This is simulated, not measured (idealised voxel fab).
process module | voxel gate over fins
It is cross-section cut that appears here, measuring 155 nm in width, its square cells being 5 nm in size.
Heads up, the way a cross-section reads in here is a grid of square cells, handed over as bands from the top down, with every band being one or more rows of cells.
Quick guide to a band line: top height, bottom height (nm) up front; then every material left to right with its width in nm. Only one material and it's marked "everywhere"? Then it fills the band edge to edge. And "air" just means empty space.
Note: height 0 marks the level under which the wafer is uniformly one material as received. Lowest band unbounded below, written "0 nm and below".
Graded width ("30..40"): value in top row of band = first number; value in bottom row = second number; row-to-row change constant.
Step marked "no modification"? Then no cell in the cross-section changed in it.
So "Closed void list" is basically the list of trapped voids: any empty space of 8 cells or more that can't reach the top through an opening. They're written width x height at distance, the distance being from the left edge, and it's all nm.
Text after the settings on a step's line: the simulator's own remark on that step.
"overlay nm" answers the question of how far to the right of plan the mask lay on a step that has a mask, and when it is negative the answer is to the left.
# Set out below are the planned steps of the process
| 1 | RECEIVE [material Si] |
| 2 | CONFORMAL_DEP [material SiN] [thk nm 10] |
| 3 | PATTERN [tone cover] [mask id FINS] [material resist] [width nm 15] [pitch nm 55] [thk nm 15] [overlay nm 0] |
| 4 | DIRECTIONAL_ETCH [etch materials SiN] [depth nm 10] |
| 5 | DIRECTIONAL_ETCH [etch materials Si] [depth nm 30] |
| 6 | STRIP [etch materials resist] |
| 7 | FILL_DEP [material SiO2] [thk nm 15] |
| 8 | CMP [height nm 10] |
| 9 | DIRECTIONAL_DEP [material aC] [thk nm 15] |
| 10 | PATTERN [tone open] [mask id RAIL] [material resist] [width nm 15] [thk nm 30] [overlay nm 0] |
| 11 | DIRECTIONAL_ETCH [etch materials aC] [depth nm 15] |
| 12 | STRIP [etch materials resist] |
| 13 | DIRECTIONAL_ETCH [etch materials SiO2] [depth nm 35] |
| 14 | STRIP [etch materials aC] |
| 15 | CONFORMAL_DEP [material TiN] [thk nm 5] |
| 16 | FILL_DEP [material Ru] [thk nm 5] |
| 17 | CMP [height nm 10] |
| 18 | SELECTIVE_ETCH [etch materials W Ru TiN] [depth nm 30] |
| 19 | FILL_DEP [material SiO2] [thk nm 5] |
| 20 | CMP [height nm 10] |
| 21 | SELECTIVE_ETCH [etch materials SiO2] [depth nm 20] |
| 22 | STRIP [etch materials SiN] |
| 23 | CONFORMAL_DEP [material HfO2] [thk nm 5] |
| 24 | CONFORMAL_DEP [material TiN] [thk nm 5] |
| 25 | FILL_DEP [material W] [thk nm 15] |
| 26 | CMP [height nm 20] |
| 27 | CONFORMAL_DEP [material SiN] [thk nm 10] |
# Shown in cross-section is the wafer as received, that is, as it stands after step 1
	0 nm and below = Si everywhere
	Closed void list: none
# Cross-section, first of two wafers, end of module, run as planned
	30 nm to 20 nm = SiN everywhere
	20 nm to 10 nm = W everywhere
	10 nm to 5 nm = 5 W / 35 TiN / 20 W / 35 TiN / 20 W / 35 TiN / 5 W
	5 nm to 0 nm = 5 W / 5 TiN / 25 HfO2 / 5 TiN / 20 W / 5 TiN / 25 HfO2 / 5 TiN / 20 W / 5 TiN / 25 HfO2 / 5 TiN / 5 W
	0 nm to -5 nm = 10 TiN / 5 HfO2 / 15 Si / 5 HfO2 / 30 TiN / 5 HfO2 / 15 Si / 5 HfO2 / 30 TiN / 5 HfO2 / 15 Si / 5 HfO2 / 10 TiN
	-5 nm to -10 nm = 15 HfO2 / 15 Si / 40 HfO2 / 15 Si / 40 HfO2 / 15 Si / 15 HfO2
	-10 nm to -20 nm = 15 SiO2 / 15 Si / 40 SiO2 / 15 Si / 40 SiO2 / 15 Si / 15 SiO2
	-20 nm to -25 nm = 15 SiO2 / 15 Si / 10 SiO2 / 15 TiN / 15 SiO2 / 15 Si / 40 SiO2 / 15 Si / 15 SiO2
	-25 nm to -30 nm = 15 SiO2 / 15 Si / 40 SiO2 / 15 Si / 40 SiO2 / 15 Si / 15 SiO2
	-30 nm and below = Si everywhere
	Closed void list: none
# This is the second of the two wafers, cross-sectioned at the end of the module; it started exactly like the first and was given the same plan, but it was run with one mistake
	30 nm to 20 nm = SiN everywhere
	20 nm to 10 nm = W everywhere
	10 nm to 5 nm = 5 W / 35 TiN / 20 W / 35 TiN / 20 W / 35 TiN / 5 W
	5 nm to 0 nm = 5 W / 5 TiN / 25 HfO2 / 5 TiN / 20 W / 5 TiN / 25 HfO2 / 5 TiN / 20 W / 5 TiN / 25 HfO2 / 5 TiN / 5 W
	0 nm to -5 nm = 10 TiN / 5 HfO2 / 15 Si / 5 HfO2 / 30 TiN / 5 HfO2 / 15 Si / 5 HfO2 / 30 TiN / 5 HfO2 / 15 Si / 5 HfO2 / 10 TiN
	-5 nm to -10 nm = 15 HfO2 / 15 Si / 40 HfO2 / 15 Si / 40 HfO2 / 15 Si / 15 HfO2
	-10 nm to -20 nm = 15 SiO2 / 15 Si / 40 SiO2 / 15 Si / 40 SiO2 / 15 Si / 15 SiO2
	-20 nm to -25 nm = 15 SiO2 / 15 Si / 15 TiN / 25 SiO2 / 15 Si / 40 SiO2 / 15 Si / 15 SiO2
	-25 nm to -30 nm = 15 SiO2 / 15 Si / 40 SiO2 / 15 Si / 40 SiO2 / 15 Si / 15 SiO2
	-30 nm and below = Si everywhere
	Closed void list: none
Against the plan, the run slipped here: step 10 did not happen as planned, as run it was PATTERN [tone open] [mask id RAIL] [material resist] [width nm 15] [thk nm 30] [overlay nm -10]
Final wafers compared: equal cell tally per material, rearranged layout.
